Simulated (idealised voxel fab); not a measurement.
process module | voxel ribs on slabs
cross-section cut | 155 nm wide | cells 5 nm
A cross-section is a grid of square cells, given in bands from the top down. A band is one or more rows of cells.
Each band's line starts with the height of the band's top and of its bottom, in nm. Then come its materials from left to right, each with its width in nm. One material with "throughout" fills the band from edge to edge. "air" is empty space.
Height 0 is the level under which the wafer as received is all one material. The lowest band goes on downwards, as in "0 down".
A width such as "30 to 40" changes by the same amount from each row of cells to the next, from the band's top row to its bottom row.
"no change" after a step means that no cell of the cross-section changed.
closed voids: empty space of 8 cells or more with no open way to the top, each as width x height at its distance from the left edge, in nm
after a step's settings: what the simulator itself notes on the step
overlay nm, on a step with a mask: how far to the right of its planned place the mask lay; to the left if negative
plan
1 op RECEIVE | material Si
2 op DIRECTIONAL_DEP | material SiO2 | thk nm 20
3 op DIRECTIONAL_DEP | material polySi | thk nm 25
4 op PATTERN | tone cover | mask id RIB | material resist | width nm 25 | thk nm 15 | overlay nm 0
5 op DIRECTIONAL_ETCH | etch materials polySi | depth nm 5
6 op STRIP | etch materials resist
7 op MASKED_ETCH | tone cover | mask id SLAB | width nm 85 | etch materials polySi | depth nm 20 | overlay nm 0
8 op FILL_DEP | material SiO2 | thk nm 30
9 op CMP | height nm 65
10 op DIRECTIONAL_DEP | material TiN | thk nm 10
11 op DIRECTIONAL_DEP | material aC | thk nm 10
12 op PATTERN | tone cover | mask id HEATER | material resist | width nm 35 | thk nm 30 | overlay nm 0
13 op DIRECTIONAL_ETCH | etch materials aC | depth nm 10
14 op STRIP | etch materials resist
15 op DIRECTIONAL_ETCH | etch materials TiN | depth nm 10
16 op STRIP | etch materials aC
17 op CONFORMAL_DEP | material SiN | thk nm 10
as received, after step 1
  0 down: Si throughout
  closed voids: none
a wafer at the end: this start, this plan, one mistake
  75 to 65: air 60 | TiN 35 | air 60
  65 to 45: SiO2 throughout
  45 to 40: SiO2 65 | polySi 25 | SiO2 65
  40 to 20: SiO2 35 | polySi 85 | SiO2 35
  20 to 0: SiO2 throughout
  0 down: Si throughout
  closed voids: none
what went wrong: step 17 was left out
